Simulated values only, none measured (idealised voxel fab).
Title: Process Module voxel wiring stack
The figure presents cross-section cut, which has a width of 245 nm and is divided into square cells with an edge length of 5 nm.
A cross-section is a grid of square cells, given in bands from the top down. A band is one or more rows of cells.
Quick guide to a band line: top height, bottom height (nm) up front; then every material left to right with its width in nm. Only one material and it's marked "all across"? Then it fills the band edge to edge. And "empty" just means empty space.
For the purposes of this specification, 0 denotes the height below which the wafer in its as-received condition is composed wholly of one material, and the lowermost band, lacking a lower limit, extends downward without end, as expressed in "from 0 down".
A width such as "30->40" changes by the same amount from each row of cells to the next, from the band's top row to its bottom row.
"left unchanged" after a step means that no cell of the cross-section changed.
Reported under the label "Non-vented voids" are the empty spaces having no open way to the top and comprising 8 cells or more; the notation for each is width x height at distance, in which the distance is measured from the left edge and all three values are in nm.
Formally, on a step line, whatever follows the settings is a remark that the simulator itself makes on the step.
overlay nm: mask right of planned place by this much (step with mask). Neg. = left.
Each of the pairs that make up the rest of this document says: here is the cross-section before one process step, here is the cross-section after it, drawn only down to the lowest band that changed, and here, under the pair, is the step lying between them with its settings. Different pairs may come from different runs of this module on the same starting wafer, so a pair continues from the pair above it only where its entry headed "State before" says so.

State before
* from 100 to 90: 85 of lowk, 5 of TiN, 5 of Cu, 5 of TiN, 145 of lowk
* from 90 to 85: 85 of SiCN, 15 of TiN, 145 of SiCN
* from 85 to 80: 85 of SiN, 20 of TiN, 30 of SiN, 20 of TiN, 90 of SiN
* from 80 to 60: Ru all across
* from 60 to 45: 85 of SiO2, 15 of Ru, 145 of SiO2
* from 45 to 40: 85 of SiCN, 15 of Ru, 145 of SiCN
* from 40 to 20: 85 of lowk, 20 of W, 30 of lowk, 20 of W, 90 of lowk
* from 20 to 15: 85 of lowk, 20 of TiN, 30 of lowk, 20 of TiN, 90 of lowk
* from 15 to 0: SiO2 all across
* from 0 down: Si all across
* Non-vented voids: none

Cross-Section Thereafter
* from 105 to 100: SiN all across
* Under the height 100 nothing was changed.
* Non-vented voids: none
Here is the step that sits between the two cross-sections above: CONFORMAL_DEP (material SiN; thk nm 5)

State before: as shown after the step in the preceding pair, directly above.

Cross-Section Thereafter
* from 120 to 105: SiO2 all across
* Under the height 105 nothing was changed.
* Non-vented voids: none
Here is the step that sits between the two cross-sections above: DIRECTIONAL_DEP (material SiO2; thk nm 15)

State before: as shown after the step in the preceding pair, directly above.

Cross-Section Thereafter
* from 140 to 120: 85 of resist, 20 of empty, 30 of resist, 20 of empty, 90 of resist
* Under the height 120 nothing was changed.
* Non-vented voids: none
Here is the step that sits between the two cross-sections above: PATTERN (tone open; mask id METAL_3; material resist; width nm 20; pitch nm 50; thk nm 20; overlay nm 0)

State before: as shown after the step in the preceding pair, directly above.

Cross-Section Thereafter
* from 140 to 120: 85 of resist, 20 of empty, 30 of resist, 20 of empty, 90 of resist
* from 120 to 105: 85 of SiO2, 20 of empty, 30 of SiO2, 20 of empty, 90 of SiO2
* Under the height 105 nothing was changed.
* Non-vented voids: none
Here is the step that sits between the two cross-sections above: DIRECTIONAL_ETCH (etch materials SiO2; depth nm 15)

State before: as shown after the step in the preceding pair, directly above.

Cross-Section Thereafter
* from 140 to 120: 85 of resist, 20 of empty, 30 of resist, 20 of empty, 90 of resist
* from 120 to 105: 85 of SiO2, 20 of empty, 30 of SiO2, 20 of empty, 90 of SiO2
* from 105 to 100: 85 of SiN, 20 of empty, 30 of SiN, 20 of empty, 90 of SiN
* Under the height 100 nothing was changed.
* Non-vented voids: none
Here is the step that sits between the two cross-sections above: DIRECTIONAL_ETCH (etch materials SiN; depth nm 5)

State before: as shown after the step in the preceding pair, directly above.

Cross-Section Thereafter
* from 120 to 105: 85 of SiO2, 20 of empty, 30 of SiO2, 20 of empty, 90 of SiO2
* Under the height 105 nothing was changed.
* Non-vented voids: none
Here is the step that sits between the two cross-sections above: STRIP (etch materials resist)

State before: as shown after the step in the preceding pair, directly above.

Cross-Section Thereafter
* from 125 to 120: 90 of TiN, 10 of empty, 40 of TiN, 10 of empty, 95 of TiN
* from 120 to 105: 85 of SiO2, 5 of TiN, 10 of empty, 5 of TiN, 30 of SiO2, 5 of TiN, 10 of empty, 5 of TiN, 90 of SiO2
* from 105 to 100: 85 of SiN, 20 of TiN, 30 of SiN, 20 of TiN, 90 of SiN
* Under the height 100 nothing was changed.
* Non-vented voids: none
Here is the step that sits between the two cross-sections above: CONFORMAL_DEP (material TiN; thk nm 5)

State before: as shown after the step in the preceding pair, directly above.

Cross-Section Thereafter
* from 130 to 125: W all across
* from 125 to 120: 90 of TiN, 10 of W, 40 of TiN, 10 of W, 95 of TiN
* from 120 to 105: 85 of SiO2, 5 of TiN, 10 of W, 5 of TiN, 30 of SiO2, 5 of TiN, 10 of W, 5 of TiN, 90 of SiO2
* Under the height 105 nothing was changed.
* Non-vented voids: none
Here is the step that sits between the two cross-sections above: FILL_DEP (material W; thk nm 5)

State before: as shown after the step in the preceding pair, directly above.

Cross-Section Thereafter
* from 120 to 105: 85 of SiO2, 5 of TiN, 10 of W, 5 of TiN, 30 of SiO2, 5 of TiN, 10 of W, 5 of TiN, 90 of SiO2
* Under the height 105 nothing was changed.
* Non-vented voids: none
Here is the step that sits between the two cross-sections above: CMP (height nm 120)

State before: as shown after the step in the preceding pair, directly above.

Cross-Section Thereafter
* from 125 to 120: 80 of empty, 30 of Ru, 20 of empty, 30 of Ru, 85 of empty
* Under the height 120 nothing was changed.
* Non-vented voids: none
Here is the step that sits between the two cross-sections above: EPI (material Ru; thk nm 5)

State before: as shown after the step in the preceding pair, directly above.

Cross-Section Thereafter
* from 130 to 125: SiCN all across
* from 125 to 120: 80 of SiCN, 30 of Ru, 20 of SiCN, 30 of Ru, 85 of SiCN
* Under the height 120 nothing was changed.
* Non-vented voids: none
Here is the step that sits between the two cross-sections above: FILL_DEP (material SiCN; thk nm 5)

State before: as shown after the step in the preceding pair, directly above.

Cross-Section Thereafter
* from 160 to 130: lowk all across
* Under the height 130 nothing was changed.
* Non-vented voids: none
Here is the step that sits between the two cross-sections above: DIRECTIONAL_DEP (material lowk; thk nm 30)

State before: as shown after the step in the preceding pair, directly above.

Cross-Section Thereafter
* from 160 to 130: 85 of lowk, 15 of empty, 35 of lowk, 15 of empty, 95 of lowk
* Under the height 130 nothing was changed.
* Non-vented voids: none
Here is the step that sits between the two cross-sections above: MASKED_ETCH (tone open; mask id METAL_4_HOLES; width nm 15; pitch nm 50; etch materials lowk; depth nm 30; overlay nm 0)

State before: as shown after the step in the preceding pair, directly above.

Cross-Section Thereafter
* from 180 to 160: 85 of resist, 20 of empty, 30 of resist, 20 of empty, 90 of resist
* Under the height 160 nothing was changed.
* Non-vented voids: none
Here is the step that sits between the two cross-sections above: PATTERN (tone open; mask id METAL_4; material resist; width nm 20; pitch nm 50; thk nm 20; overlay nm 0)

State before: as shown after the step in the preceding pair, directly above.

Cross-Section Thereafter
* from 180 to 160: 85 of resist, 20 of empty, 30 of resist, 20 of empty, 90 of resist
* from 160 to 145: 85 of lowk, 20 of empty, 30 of lowk, 20 of empty, 90 of lowk
* Under the height 145 nothing was changed.
* Non-vented voids: none
Here is the step that sits between the two cross-sections above: DIRECTIONAL_ETCH (etch materials lowk; depth nm 15)

State before: as shown after the step in the preceding pair, directly above.

Cross-Section Thereafter
* from 180 to 160: 85 of resist, 20 of empty, 30 of resist, 20 of empty, 90 of resist
* from 160 to 145: 85 of lowk, 20 of empty, 30 of lowk, 20 of empty, 90 of lowk
* from 145 to 130: 85 of lowk, 15 of empty, 35 of lowk, 15 of empty, 95 of lowk
* from 130 to 125: 85 of SiCN, 15 of empty, 35 of SiCN, 15 of empty, 95 of SiCN
* Under the height 125 nothing was changed.
* Non-vented voids: none
Here is the step that sits between the two cross-sections above: DIRECTIONAL_ETCH (etch materials SiCN; depth nm 5)

State before: as shown after the step in the preceding pair, directly above.

Cross-Section Thereafter
* from 160 to 145: 85 of lowk, 20 of empty, 30 of lowk, 20 of empty, 90 of lowk
* Under the height 145 nothing was changed.
* Non-vented voids: none
Here is the step that sits between the two cross-sections above: STRIP (etch materials resist)

State before: as shown after the step in the preceding pair, directly above.

Cross-Section Thereafter
* from 165 to 160: 90 of TiN, 10 of empty, 40 of TiN, 10 of empty, 95 of TiN
* from 160 to 150: 85 of lowk, 5 of TiN, 10 of empty, 5 of TiN, 30 of lowk, 5 of TiN, 10 of empty, 5 of TiN, 90 of lowk
* from 150 to 145: 85 of lowk, 5 of TiN, 5 of empty, 10 of TiN, 30 of lowk, 5 of TiN, 5 of empty, 10 of TiN, 90 of lowk
* from 145 to 130: 85 of lowk, 5 of TiN, 5 of empty, 5 of TiN, 35 of lowk, 5 of TiN, 5 of empty, 5 of TiN, 95 of lowk
* from 130 to 125: 85 of SiCN, 15 of TiN, 35 of SiCN, 15 of TiN, 95 of SiCN
* Under the height 125 nothing was changed.
* Non-vented voids: none
Here is the step that sits between the two cross-sections above: CONFORMAL_DEP (material TiN; thk nm 5)

State before: as shown after the step in the preceding pair, directly above.

Cross-Section Thereafter
* from 170 to 165: Cu all across
* from 165 to 160: 90 of TiN, 10 of Cu, 40 of TiN, 10 of Cu, 95 of TiN
* from 160 to 150: 85 of lowk, 5 of TiN, 10 of Cu, 5 of TiN, 30 of lowk, 5 of TiN, 10 of Cu, 5 of TiN, 90 of lowk
* from 150 to 145: 85 of lowk, 5 of TiN, 5 of Cu, 10 of TiN, 30 of lowk, 5 of TiN, 5 of Cu, 10 of TiN, 90 of lowk
* from 145 to 130: 85 of lowk, 5 of TiN, 5 of Cu, 5 of TiN, 35 of lowk, 5 of TiN, 5 of Cu, 5 of TiN, 95 of lowk
* Under the height 130 nothing was changed.
* Non-vented voids: none
Here is the step that sits between the two cross-sections above: FILL_DEP (material Cu; thk nm 5)

State before: as shown after the step in the preceding pair, directly above.

Cross-Section Thereafter
* from 160 to 150: 85 of lowk, 5 of TiN, 10 of Cu, 5 of TiN, 30 of lowk, 5 of TiN, 10 of Cu, 5 of TiN, 90 of lowk
* Under the height 150 nothing was changed.
* Non-vented voids: none
Here is the step that sits between the two cross-sections above: CMP (height nm 160)

State before: as shown after the step in the preceding pair, directly above.

Cross-Section Thereafter
* from 165 to 160: SiCN all across
* Under the height 160 nothing was changed.
* Non-vented voids: none
Here is the step that sits between the two cross-sections above: CONFORMAL_DEP (material SiCN; thk nm 5)

State before
* from 40 to 20: 85 of lowk, 20 of W, 30 of lowk, 20 of W, 90 of lowk
* from 20 to 15: 85 of lowk, 20 of TiN, 30 of lowk, 20 of TiN, 90 of lowk
* from 15 to 0: SiO2 all across
* from 0 down: Si all across
* Non-vented voids: none

Cross-Section Thereafter
* from 55 to 40: SiCN all across
* Under the height 40 nothing was changed.
* Non-vented voids: none
Here is the step that sits between the two cross-sections above: CONFORMAL_DEP (material SiCN; thk nm 15)

State before: as shown after the step in the preceding pair, directly above.

Cross-Section Thereafter
* from 70 to 55: SiO2 all across
* Under the height 55 nothing was changed.
* Non-vented voids: none
Here is the step that sits between the two cross-sections above: DIRECTIONAL_DEP (material SiO2; thk nm 15)

State before: as shown after the step in the preceding pair, directly above.

Cross-Section Thereafter
* from 70 to 55: 85 of SiO2, 15 of empty, 145 of SiO2
* Under the height 55 nothing was changed.
* Non-vented voids: none
Here is the step that sits between the two cross-sections above: MASKED_ETCH (tone open; mask id PLUG_1; width nm 15; etch materials SiO2; depth nm 15; overlay nm 0)

State before: as shown after the step in the preceding pair, directly above.

Cross-Section Thereafter
* from 70 to 55: 85 of SiO2, 15 of empty, 145 of SiO2
* from 55 to 50: 85 of SiCN, 15 of empty, 145 of SiCN
* Under the height 50 nothing was changed.
* Non-vented voids: none
Here is the step that sits between the two cross-sections above: MASKED_ETCH (tone open; mask id PLUG_1; width nm 15; etch materials SiCN; depth nm 5; overlay nm 0)

State before: as shown after the step in the preceding pair, directly above.

Cross-Section Thereafter
* from 75 to 70: 85 of TiN, 15 of empty, 145 of TiN
* from 70 to 55: 85 of SiO2, 15 of empty, 145 of SiO2
* from 55 to 50: 85 of SiCN, 15 of TiN, 145 of SiCN
* Under the height 50 nothing was changed.
* Non-vented voids: none
Here is the step that sits between the two cross-sections above: DIRECTIONAL_DEP (material TiN; thk nm 5)

State before: as shown after the step in the preceding pair, directly above.

Cross-Section Thereafter
* from 95 to 75: 85 of Ru, 15 of empty, 145 of Ru
* from 75 to 70: 85 of TiN, 15 of Ru, 145 of TiN
* from 70 to 55: 85 of SiO2, 15 of Ru, 145 of SiO2
* Under the height 55 nothing was changed.
* Non-vented voids: none
Here is the step that sits between the two cross-sections above: DIRECTIONAL_DEP (material Ru; thk nm 20)

State before: as shown after the step in the preceding pair, directly above.

Cross-Section Thereafter
* from 95 to 75: 100 of empty, 5 of Ru, 30 of empty, 20 of Ru, 90 of empty
* Under the height 75 nothing was changed.
* Non-vented voids: none
Here is the step that sits between the two cross-sections above: MASKED_ETCH (tone cover; mask id METAL_2; width nm 20; pitch nm 50; etch materials Ru; depth nm 20; overlay nm 0)

State before: as shown after the step in the preceding pair, directly above.

Cross-Section Thereafter
* from 95 to 75: 100 of empty, 5 of Ru, 30 of empty, 20 of Ru, 90 of empty
* from 75 to 70: 85 of empty, 15 of Ru, 5 of TiN, 30 of empty, 20 of TiN, 90 of empty
* Under the height 70 nothing was changed.
* Non-vented voids: none
Here is the step that sits between the two cross-sections above: MASKED_ETCH (tone cover; mask id METAL_2; width nm 20; pitch nm 50; etch materials TiN; depth nm 5; overlay nm 0)

State before: as shown after the step in the preceding pair, directly above.

Cross-Section Thereafter
* from 100 to 95: 95 of empty, 15 of SiN, 20 of empty, 30 of SiN, 85 of empty
* from 95 to 80: 95 of empty, 5 of SiN, 5 of Ru, 5 of SiN, 20 of empty, 5 of SiN, 20 of Ru, 5 of SiN, 85 of empty
* from 80 to 75: 80 of empty, 20 of SiN, 5 of Ru, 5 of SiN, 20 of empty, 5 of SiN, 20 of Ru, 5 of SiN, 85 of empty
* from 75 to 70: 85 of SiN, 15 of Ru, 5 of TiN, 30 of SiN, 20 of TiN, 90 of SiN
* Under the height 70 nothing was changed.
* Non-vented voids: none
Here is the step that sits between the two cross-sections above: CONFORMAL_DEP (material SiN; thk nm 5)

State before: as shown after the step in the preceding pair, directly above.

Cross-Section Thereafter
* from 110 to 100: lowk all across
* from 100 to 95: 95 of lowk, 15 of SiN, 20 of lowk, 30 of SiN, 85 of lowk
* from 95 to 80: 95 of lowk, 5 of SiN, 5 of Ru, 5 of SiN, 20 of lowk, 5 of SiN, 20 of Ru, 5 of SiN, 85 of lowk
* from 80 to 75: 80 of lowk, 20 of SiN, 5 of Ru, 5 of SiN, 20 of lowk, 5 of SiN, 20 of Ru, 5 of SiN, 85 of lowk
* Under the height 75 nothing was changed.
* Non-vented voids: none
Here is the step that sits between the two cross-sections above: FILL_DEP (material lowk; thk nm 10)

State before: as shown after the step in the preceding pair, directly above.

Cross-Section Thereafter
* from 85 to 75: 95->80 of lowk, 5->20 of SiN, 5 of Ru, 5 of SiN, 20 of lowk, 5 of SiN, 20 of Ru, 5 of SiN, 85 of lowk
* Under the height 75 nothing was changed.
* Non-vented voids: none
Here is the step that sits between the two cross-sections above: CMP (height nm 85)

State before: as shown after the step in the preceding pair, directly above.

Cross-Section Thereafter
* from 90 to 85: SiCN all across
* Under the height 85 nothing was changed.
* Non-vented voids: none
Here is the step that sits between the two cross-sections above: CONFORMAL_DEP (material SiCN; thk nm 5)

State before: as shown after the step in the preceding pair, directly above.

Cross-Section Thereafter
* from 100 to 90: lowk all across
* Under the height 90 nothing was changed.
* Non-vented voids: none
Here is the step that sits between the two cross-sections above: DIRECTIONAL_DEP (material lowk; thk nm 10)

State before: as shown after the step in the preceding pair, directly above.

Cross-Section Thereafter
* from 110 to 100: aC all across
* Under the height 100 nothing was changed.
* Non-vented voids: none
Here is the step that sits between the two cross-sections above: DIRECTIONAL_DEP (material aC; thk nm 10)

State before: as shown after the step in the preceding pair, directly above.

Cross-Section Thereafter
* from 135 to 110: 85 of resist, 15 of empty, 145 of resist
* Under the height 110 nothing was changed.
* Non-vented voids: none
Here is the step that sits between the two cross-sections above: PATTERN (tone open; mask id PLUG_2; material resist; width nm 15; thk nm 25; overlay nm 0)

State before: as shown after the step in the preceding pair, directly above.

Cross-Section Thereafter
* from 125 to 110: 85 of resist, 15 of empty, 145 of resist
* from 110 to 100: 85 of aC, 15 of empty, 145 of aC
* Under the height 100 nothing was changed.
* Non-vented voids: none
Here is the step that sits between the two cross-sections above: DIRECTIONAL_ETCH (etch materials aC; depth nm 10)

State before: as shown after the step in the preceding pair, directly above.

Cross-Section Thereafter
* from 110 to 100: 85 of aC, 15 of empty, 145 of aC
* Under the height 100 nothing was changed.
* Non-vented voids: none
Here is the step that sits between the two cross-sections above: STRIP (etch materials resist)

State before: as shown after the step in the preceding pair, directly above.

Cross-Section Thereafter
* from 110 to 100: 85 of aC, 15 of empty, 145 of aC
* from 100 to 90: 85 of lowk, 15 of empty, 145 of lowk
* Under the height 90 nothing was changed.
* Non-vented voids: none
Here is the step that sits between the two cross-sections above: DIRECTIONAL_ETCH (etch materials lowk; depth nm 10)

State before: as shown after the step in the preceding pair, directly above.

Cross-Section Thereafter
* from 110 to 100: 85 of aC, 15 of empty, 145 of aC
* from 100 to 90: 85 of lowk, 15 of empty, 145 of lowk
* from 90 to 85: 85 of SiCN, 15 of empty, 145 of SiCN
* Under the height 85 nothing was changed.
* Non-vented voids: none
Here is the step that sits between the two cross-sections above: DIRECTIONAL_ETCH (etch materials SiCN; depth nm 5)

State before: as shown after the step in the preceding pair, directly above.

Cross-Section Thereafter
* from 100 to 90: 85 of lowk, 15 of empty, 145 of lowk
* Under the height 90 nothing was changed.
* Non-vented voids: none
Here is the step that sits between the two cross-sections above: STRIP (etch materials aC)

State before: as shown after the step in the preceding pair, directly above.

Cross-Section Thereafter
* from 105 to 100: 90 of TiN, 5 of empty, 150 of TiN
* from 100 to 90: 85 of lowk, 5 of TiN, 5 of empty, 5 of TiN, 145 of lowk
* from 90 to 85: 85 of SiCN, 15 of TiN, 145 of SiCN
* Under the height 85 nothing was changed.
* Non-vented voids: none
Here is the step that sits between the two cross-sections above: CONFORMAL_DEP (material TiN; thk nm 5)

State before: as shown after the step in the preceding pair, directly above.

Cross-Section Thereafter
* from 110 to 105: Cu all across
* from 105 to 100: 90 of TiN, 5 of Cu, 150 of TiN
* from 100 to 90: 85 of lowk, 5 of TiN, 5 of Cu, 5 of TiN, 145 of lowk
* Under the height 90 nothing was changed.
* Non-vented voids: none
Here is the step that sits between the two cross-sections above: FILL_DEP (material Cu; thk nm 5)

State before: as shown after the step in the preceding pair, directly above.

Cross-Section Thereafter
* from 100 to 90: 85 of lowk, 5 of TiN, 5 of Cu, 5 of TiN, 145 of lowk
* Under the height 90 nothing was changed.
* Non-vented voids: none
Here is the step that sits between the two cross-sections above: CMP (height nm 100)

State before: as shown after the step in the preceding pair, directly above.

Cross-Section Thereafter
* from 105 to 100: SiN all across
* Under the height 100 nothing was changed.
* Non-vented voids: none
Here is the step that sits between the two cross-sections above: CONFORMAL_DEP (material SiN; thk nm 5)

State before: as shown after the step in the preceding pair, directly above.

Cross-Section Thereafter
* from 120 to 105: SiO2 all across
* Under the height 105 nothing was changed.
* Non-vented voids: none
Here is the step that sits between the two cross-sections above: DIRECTIONAL_DEP (material SiO2; thk nm 15)

State before: as shown after the step in the preceding pair, directly above.

Cross-Section Thereafter
* from 140 to 120: 85 of resist, 20 of empty, 30 of resist, 20 of empty, 90 of resist
* Under the height 120 nothing was changed.
* Non-vented voids: none
Here is the step that sits between the two cross-sections above: PATTERN (tone open; mask id METAL_3; material resist; width nm 20; pitch nm 50; thk nm 20; overlay nm 0)

State before: as shown after the step in the preceding pair, directly above.

Cross-Section Thereafter
* from 140 to 120: 85 of resist, 20 of empty, 30 of resist, 20 of empty, 90 of resist
* from 120 to 105: 85 of SiO2, 20 of empty, 30 of SiO2, 20 of empty, 90 of SiO2
* Under the height 105 nothing was changed.
* Non-vented voids: none
Here is the step that sits between the two cross-sections above: DIRECTIONAL_ETCH (etch materials SiO2; depth nm 15)

State before: as shown after the step in the preceding pair, directly above.

Cross-Section Thereafter
* from 140 to 120: 85 of resist, 20 of empty, 30 of resist, 20 of empty, 90 of resist
* from 120 to 105: 85 of SiO2, 20 of empty, 30 of SiO2, 20 of empty, 90 of SiO2
* from 105 to 100: 85 of SiN, 20 of empty, 30 of SiN, 20 of empty, 90 of SiN
* Under the height 100 nothing was changed.
* Non-vented voids: none
Here is the step that sits between the two cross-sections above: DIRECTIONAL_ETCH (etch materials SiN; depth nm 5)

State before: as shown after the step in the preceding pair, directly above.

Cross-Section Thereafter
* from 120 to 105: 85 of SiO2, 20 of empty, 30 of SiO2, 20 of empty, 90 of SiO2
* Under the height 105 nothing was changed.
* Non-vented voids: none
Here is the step that sits between the two cross-sections above: STRIP (etch materials resist)

State before: as shown after the step in the preceding pair, directly above.

Cross-Section Thereafter
* from 125 to 120: 90 of TiN, 10 of empty, 40 of TiN, 10 of empty, 95 of TiN
* from 120 to 105: 85 of SiO2, 5 of TiN, 10 of empty, 5 of TiN, 30 of SiO2, 5 of TiN, 10 of empty, 5 of TiN, 90 of SiO2
* from 105 to 100: 85 of SiN, 20 of TiN, 30 of SiN, 20 of TiN, 90 of SiN
* Under the height 100 nothing was changed.
* Non-vented voids: none
Here is the step that sits between the two cross-sections above: CONFORMAL_DEP (material TiN; thk nm 5)

State before: as shown after the step in the preceding pair, directly above.

Cross-Section Thereafter
* from 130 to 125: W all across
* from 125 to 120: 90 of TiN, 10 of W, 40 of TiN, 10 of W, 95 of TiN
* from 120 to 105: 85 of SiO2, 5 of TiN, 10 of W, 5 of TiN, 30 of SiO2, 5 of TiN, 10 of W, 5 of TiN, 90 of SiO2
* Under the height 105 nothing was changed.
* Non-vented voids: none
Here is the step that sits between the two cross-sections above: FILL_DEP (material W; thk nm 5)

State before: as shown after the step in the preceding pair, directly above.

Cross-Section Thereafter
* from 120 to 105: 85 of SiO2, 5 of TiN, 10 of W, 5 of TiN, 30 of SiO2, 5 of TiN, 10 of W, 5 of TiN, 90 of SiO2
* Under the height 105 nothing was changed.
* Non-vented voids: none
Here is the step that sits between the two cross-sections above: CMP (height nm 120)

State before: as shown after the step in the preceding pair, directly above.

Cross-Section Thereafter
* from 125 to 120: 80 of empty, 30 of Ru, 20 of empty, 30 of Ru, 85 of empty
* Under the height 120 nothing was changed.
* Non-vented voids: none
Here is the step that sits between the two cross-sections above: EPI (material Ru; thk nm 5)

State before: as shown after the step in the preceding pair, directly above.

Cross-Section Thereafter
* from 130 to 125: SiCN all across
* from 125 to 120: 80 of SiCN, 30 of Ru, 20 of SiCN, 30 of Ru, 85 of SiCN
* Under the height 120 nothing was changed.
* Non-vented voids: none
Here is the step that sits between the two cross-sections above: FILL_DEP (material SiCN; thk nm 5)

State before: as shown after the step in the preceding pair, directly above.

Cross-Section Thereafter
* from 160 to 130: lowk all across
* Under the height 130 nothing was changed.
* Non-vented voids: none
Here is the step that sits between the two cross-sections above: DIRECTIONAL_DEP (material lowk; thk nm 30)

State before: as shown after the step in the preceding pair, directly above.

Cross-Section Thereafter
* from 160 to 130: 85 of lowk, 15 of empty, 35 of lowk, 15 of empty, 95 of lowk
* Under the height 130 nothing was changed.
* Non-vented voids: none
Here is the step that sits between the two cross-sections above: MASKED_ETCH (tone open; mask id METAL_4_HOLES; width nm 15; pitch nm 50; etch materials lowk; depth nm 30; overlay nm 0)

State before: as shown after the step in the preceding pair, directly above.

Cross-Section Thereafter
* from 180 to 160: 85 of resist, 20 of empty, 30 of resist, 20 of empty, 90 of resist
* Under the height 160 nothing was changed.
* Non-vented voids: none
Here is the step that sits between the two cross-sections above: PATTERN (tone open; mask id METAL_4; material resist; width nm 20; pitch nm 50; thk nm 20; overlay nm 0)

State before: as shown after the step in the preceding pair, directly above.

Cross-Section Thereafter
* from 180 to 160: 85 of resist, 20 of empty, 30 of resist, 20 of empty, 90 of resist
* from 160 to 145: 85 of lowk, 20 of empty, 30 of lowk, 20 of empty, 90 of lowk
* Under the height 145 nothing was changed.
* Non-vented voids: none
Here is the step that sits between the two cross-sections above: DIRECTIONAL_ETCH (etch materials lowk; depth nm 15)

State before: as shown after the step in the preceding pair, directly above.

Cross-Section Thereafter
* from 180 to 160: 85 of resist, 20 of empty, 30 of resist, 20 of empty, 90 of resist
* from 160 to 145: 85 of lowk, 20 of empty, 30 of lowk, 20 of empty, 90 of lowk
* from 145 to 130: 85 of lowk, 15 of empty, 35 of lowk, 15 of empty, 95 of lowk
* from 130 to 125: 85 of SiCN, 15 of empty, 35 of SiCN, 15 of empty, 95 of SiCN
* Under the height 125 nothing was changed.
* Non-vented voids: none
Here is the step that sits between the two cross-sections above: DIRECTIONAL_ETCH (etch materials SiCN; depth nm 5)

State before: as shown after the step in the preceding pair, directly above.

Cross-Section Thereafter
* from 160 to 145: 85 of lowk, 20 of empty, 30 of lowk, 20 of empty, 90 of lowk
* Under the height 145 nothing was changed.
* Non-vented voids: none
Here is the step that sits between the two cross-sections above: STRIP (etch materials resist)

State before: as shown after the step in the preceding pair, directly above.

Cross-Section Thereafter
* from 165 to 160: 90 of TiN, 10 of empty, 40 of TiN, 10 of empty, 95 of TiN
* from 160 to 150: 85 of lowk, 5 of TiN, 10 of empty, 5 of TiN, 30 of lowk, 5 of TiN, 10 of empty, 5 of TiN, 90 of lowk
* from 150 to 145: 85 of lowk, 5 of TiN, 5 of empty, 10 of TiN, 30 of lowk, 5 of TiN, 5 of empty, 10 of TiN, 90 of lowk
* from 145 to 130: 85 of lowk, 5 of TiN, 5 of empty, 5 of TiN, 35 of lowk, 5 of TiN, 5 of empty, 5 of TiN, 95 of lowk
* from 130 to 125: 85 of SiCN, 15 of TiN, 35 of SiCN, 15 of TiN, 95 of SiCN
* Under the height 125 nothing was changed.
* Non-vented voids: none
Here is the step that sits between the two cross-sections above: CONFORMAL_DEP (material TiN; thk nm 5)

State before: as shown after the step in the preceding pair, directly above.

Cross-Section Thereafter
* from 170 to 165: Cu all across
* from 165 to 160: 90 of TiN, 10 of Cu, 40 of TiN, 10 of Cu, 95 of TiN
* from 160 to 150: 85 of lowk, 5 of TiN, 10 of Cu, 5 of TiN, 30 of lowk, 5 of TiN, 10 of Cu, 5 of TiN, 90 of lowk
* from 150 to 145: 85 of lowk, 5 of TiN, 5 of Cu, 10 of TiN, 30 of lowk, 5 of TiN, 5 of Cu, 10 of TiN, 90 of lowk
* from 145 to 130: 85 of lowk, 5 of TiN, 5 of Cu, 5 of TiN, 35 of lowk, 5 of TiN, 5 of Cu, 5 of TiN, 95 of lowk
* Under the height 130 nothing was changed.
* Non-vented voids: none
Here is the step that sits between the two cross-sections above: FILL_DEP (material Cu; thk nm 5)

State before: as shown after the step in the preceding pair, directly above.

Cross-Section Thereafter
* from 160 to 150: 85 of lowk, 5 of TiN, 10 of Cu, 5 of TiN, 30 of lowk, 5 of TiN, 10 of Cu, 5 of TiN, 90 of lowk
* Under the height 150 nothing was changed.
* Non-vented voids: none
Here is the step that sits between the two cross-sections above: CMP (height nm 160)

State before: as shown after the step in the preceding pair, directly above.

Cross-Section Thereafter
* from 165 to 160: SiCN all across
* Under the height 160 nothing was changed.
* Non-vented voids: none
Here is the step that sits between the two cross-sections above: CONFORMAL_DEP (material SiCN; thk nm 5)

State before
* from 110 to 100: aC all across
* from 100 to 90: lowk all across
* from 90 to 85: SiCN all across
* from 85 to 65: 80 of lowk, 5 of SiN, 20 of Ru, 5 of SiN, 20 of lowk, 5 of SiN, 20 of Ru, 5 of SiN, 85 of lowk
* from 65 to 60: 85 of SiN, 20 of TiN, 30 of SiN, 20 of TiN, 90 of SiN
* from 60 to 45: 85 of SiO2, 15 of Ru, 145 of SiO2
* from 45 to 40: 85 of SiCN, 15 of Ru, 145 of SiCN
* from 40 to 20: 85 of lowk, 20 of W, 30 of lowk, 20 of W, 90 of lowk
* from 20 to 15: 85 of lowk, 20 of TiN, 30 of lowk, 20 of TiN, 90 of lowk
* from 15 to 0: SiO2 all across
* from 0 down: Si all across
* Non-vented voids: none

Cross-Section Thereafter
* from 135 to 110: 80 of resist, 25 of empty, 140 of resist
* Under the height 110 nothing was changed.
* Non-vented voids: none
Here is the step that sits between the two cross-sections above: PATTERN (tone open; mask id PLUG_2; material resist; width nm 25; thk nm 25; overlay nm 0)

State before: as shown after the step in the preceding pair, directly above.

Cross-Section Thereafter
* from 125 to 110: 80 of resist, 25 of empty, 140 of resist
* from 110 to 100: 80 of aC, 25 of empty, 140 of aC
* Under the height 100 nothing was changed.
* Non-vented voids: none
Here is the step that sits between the two cross-sections above: DIRECTIONAL_ETCH (etch materials aC; depth nm 10)

State before: as shown after the step in the preceding pair, directly above.

Cross-Section Thereafter
* from 110 to 100: 80 of aC, 25 of empty, 140 of aC
* Under the height 100 nothing was changed.
* Non-vented voids: none
Here is the step that sits between the two cross-sections above: STRIP (etch materials resist)

State before: as shown after the step in the preceding pair, directly above.

Cross-Section Thereafter
* from 110 to 100: 80 of aC, 25 of empty, 140 of aC
* from 100 to 90: 80 of lowk, 25 of empty, 140 of lowk
* Under the height 90 nothing was changed.
* Non-vented voids: none
Here is the step that sits between the two cross-sections above: DIRECTIONAL_ETCH (etch materials lowk; depth nm 10)

State before: as shown after the step in the preceding pair, directly above.

Cross-Section Thereafter
* from 110 to 100: 80 of aC, 25 of empty, 140 of aC
* from 100 to 90: 80 of lowk, 25 of empty, 140 of lowk
* from 90 to 85: 80 of SiCN, 25 of empty, 140 of SiCN
* Under the height 85 nothing was changed.
* Non-vented voids: none
Here is the step that sits between the two cross-sections above: DIRECTIONAL_ETCH (etch materials SiCN; depth nm 5)

State before: as shown after the step in the preceding pair, directly above.

Cross-Section Thereafter
* from 100 to 90: 80 of lowk, 25 of empty, 140 of lowk
* Under the height 90 nothing was changed.
* Non-vented voids: none
Here is the step that sits between the two cross-sections above: STRIP (etch materials aC)
